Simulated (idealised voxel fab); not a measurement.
process module | voxel wiring stack
cross-section cut | 250 nm wide | cells 5 nm
A cross-section is a grid of square cells, given in bands from the top down. A band is one or more rows of cells.
Each band's line starts with the height of the band's top and of its bottom, in nm. Then come its materials from left to right, each with its width in nm. One material with "throughout" fills the band from edge to edge. "air" is empty space.
Height 0 is the level under which the wafer as received is all one material. The lowest band goes on downwards, as in "0 down".
A width such as "30 to 40" changes by the same amount from each row of cells to the next, from the band's top row to its bottom row.
"no change" after a step means that no cell of the cross-section changed.
closed voids: empty space of 8 cells or more with no open way to the top, each as width x height at its distance from the left edge, in nm
after a step's settings: what the simulator itself notes on the step
overlay nm, on a step with a mask: how far to the right of its planned place the mask lay; to the left if negative
plan
1 op RECEIVE | material Si
2 op CONFORMAL_DEP | material SiO2 | thk nm 10
3 op DIRECTIONAL_DEP | material TiN | thk nm 5
4 op DIRECTIONAL_DEP | material Ru | thk nm 20
5 op DIRECTIONAL_DEP | material aC | thk nm 15
6 op PATTERN | tone cover | mask id METAL_1 | material resist | width nm 30 | pitch nm 55 | thk nm 30 | overlay nm 0
7 op DIRECTIONAL_ETCH | etch materials aC | depth nm 15
8 op STRIP | etch materials resist
9 op DIRECTIONAL_ETCH | etch materials Ru | depth nm 20
10 op DIRECTIONAL_ETCH | etch materials TiN | depth nm 5
11 op STRIP | etch materials aC
12 op FILL_DEP | material SiO2 | thk nm 5
13 op CMP | height nm 35
14 op CONFORMAL_DEP | material SiCN | thk nm 5
15 op DIRECTIONAL_DEP | material SiO2 | thk nm 10
16 op PATTERN | tone open | mask id PLUG_1 | material resist | width nm 15 | pitch nm 55 | thk nm 15 | overlay nm 0
17 op DIRECTIONAL_ETCH | etch materials SiO2 | depth nm 10
18 op DIRECTIONAL_ETCH | etch materials SiCN | depth nm 5
19 op STRIP | etch materials resist
20 op CONFORMAL_DEP | material TiN | thk nm 5
21 op FILL_DEP | material W | thk nm 10
22 op CMP | height nm 50
23 op DIRECTIONAL_DEP | material TiN | thk nm 5
24 op DIRECTIONAL_DEP | material W | thk nm 20
25 op PATTERN | tone cover | mask id METAL_2 | material resist | width nm 30 | pitch nm 55 | thk nm 15 | overlay nm 0
26 op DIRECTIONAL_ETCH | etch materials W | depth nm 20
27 op DIRECTIONAL_ETCH | etch materials TiN | depth nm 5
28 op STRIP | etch materials resist
29 op CONFORMAL_DEP | material SiCN | thk nm 5
30 op FILL_DEP | material SiO2 | thk nm 10
31 op CMP | height nm 75
32 op CONFORMAL_DEP | material SiCN | thk nm 5
33 op DIRECTIONAL_DEP | material SiO2 | thk nm 30
34 op DIRECTIONAL_DEP | material aC | thk nm 10
35 op PATTERN | tone open | mask id METAL_3 | material resist | width nm 30 | pitch nm 55 | thk nm 25 | overlay nm 0
36 op DIRECTIONAL_ETCH | etch materials aC | depth nm 10
37 op STRIP | etch materials resist
38 op DIRECTIONAL_ETCH | etch materials SiO2 | depth nm 15
39 op STRIP | etch materials aC
40 op PATTERN | tone open | mask id METAL_3_HOLES | material resist | width nm 15 | pitch nm 55 | thk nm 15 | overlay nm 0
41 op DIRECTIONAL_ETCH | etch materials SiO2 | depth nm 15
42 op DIRECTIONAL_ETCH | etch materials SiCN | depth nm 5
43 op STRIP | etch materials resist
44 op CONFORMAL_DEP | material TiN | thk nm 5
45 op FILL_DEP | material Cu | thk nm 10
46 op CMP | height nm 110
47 op CONFORMAL_DEP | material SiCN | thk nm 5
as received, after step 1
  0 down: Si throughout
  closed voids: none
first wafer at the end, as planned
  115 to 110: SiCN throughout
  110 to 100: SiO2 55 | TiN 5 | Cu 20 | TiN 5 | SiO2 25 | TiN 5 | Cu 20 | TiN 5 | SiO2 25 | TiN 5 | Cu 20 | TiN 5 | SiO2 55
  100 to 95: SiO2 55 | TiN 5 | Cu 5 | TiN 20 | SiO2 25 | TiN 5 | Cu 5 | TiN 20 | SiO2 25 | TiN 5 | Cu 5 | TiN 20 | SiO2 55
  95 to 80: SiO2 55 | TiN 5 | Cu 5 | TiN 5 | SiO2 40 | TiN 5 | Cu 5 | TiN 5 | SiO2 40 | TiN 5 | Cu 5 | TiN 5 | SiO2 70
  80 to 75: SiCN 55 | TiN 15 | SiCN 40 | TiN 15 | SiCN 40 | TiN 15 | SiCN 70
  75 to 55: SiO2 50 | SiCN 5 | W 30 | SiCN 5 | SiO2 15 | SiCN 5 | W 30 | SiCN 5 | SiO2 15 | SiCN 5 | W 30 | SiCN 5 | SiO2 50
  55 to 50: SiCN 55 | TiN 30 | SiCN 25 | TiN 30 | SiCN 25 | TiN 30 | SiCN 55
  50 to 40: SiO2 55 | TiN 5 | W 5 | TiN 5 | SiO2 40 | TiN 5 | W 5 | TiN 5 | SiO2 40 | TiN 5 | W 5 | TiN 5 | SiO2 70
  40 to 35: SiCN 55 | TiN 15 | SiCN 40 | TiN 15 | SiCN 40 | TiN 15 | SiCN 70
  35 to 15: SiO2 55 | Ru 30 | SiO2 25 | Ru 30 | SiO2 25 | Ru 30 | SiO2 55
  15 to 10: SiO2 55 | TiN 30 | SiO2 25 | TiN 30 | SiO2 25 | TiN 30 | SiO2 55
  10 to 0: SiO2 throughout
  0 down: Si throughout
  closed voids: none
second wafer at the end: like start, like plan, one mistake
  115 to 110: SiCN throughout
  110 to 100: SiO2 55 | TiN 5 | Cu 20 | TiN 5 | SiO2 25 | TiN 5 | Cu 20 | TiN 5 | SiO2 25 | TiN 5 | Cu 20 | TiN 5 | SiO2 55
  100 to 95: SiO2 55 | TiN 5 | Cu 5 | TiN 20 | SiO2 25 | TiN 5 | Cu 5 | TiN 20 | SiO2 25 | TiN 5 | Cu 5 | TiN 20 | SiO2 55
  95 to 80: SiO2 55 | TiN 5 | Cu 5 | TiN 5 | SiO2 40 | TiN 5 | Cu 5 | TiN 5 | SiO2 40 | TiN 5 | Cu 5 | TiN 5 | SiO2 70
  80 to 75: SiCN 55 | TiN 15 | SiCN 40 | TiN 15 | SiCN 40 | TiN 15 | SiCN 70
  75 to 55: SiO2 40 | SiCN 5 | W 30 | SiCN 5 | SiO2 15 | SiCN 5 | W 30 | SiCN 5 | SiO2 15 | SiCN 5 | W 30 | SiCN 5 | SiO2 60
  55 to 50: SiCN 45 | TiN 30 | SiCN 25 | TiN 30 | SiCN 25 | TiN 30 | SiCN 65
  50 to 40: SiO2 55 | TiN 5 | W 5 | TiN 5 | SiO2 40 | TiN 5 | W 5 | TiN 5 | SiO2 40 | TiN 5 | W 5 | TiN 5 | SiO2 70
  40 to 35: SiCN 55 | TiN 15 | SiCN 40 | TiN 15 | SiCN 40 | TiN 15 | SiCN 70
  35 to 15: SiO2 55 | Ru 30 | SiO2 25 | Ru 30 | SiO2 25 | Ru 30 | SiO2 55
  15 to 10: SiO2 55 | TiN 30 | SiO2 25 | TiN 30 | SiO2 25 | TiN 30 | SiO2 55
  10 to 0: SiO2 throughout
  0 down: Si throughout
  closed voids: none
what went wrong: step 25 ran as: op PATTERN | tone cover | mask id METAL_2 | material resist | width nm 30 | pitch nm 55 | thk nm 15 | overlay nm -10
at the end the second wafer has, in cells: as many of each material as the first, in other places
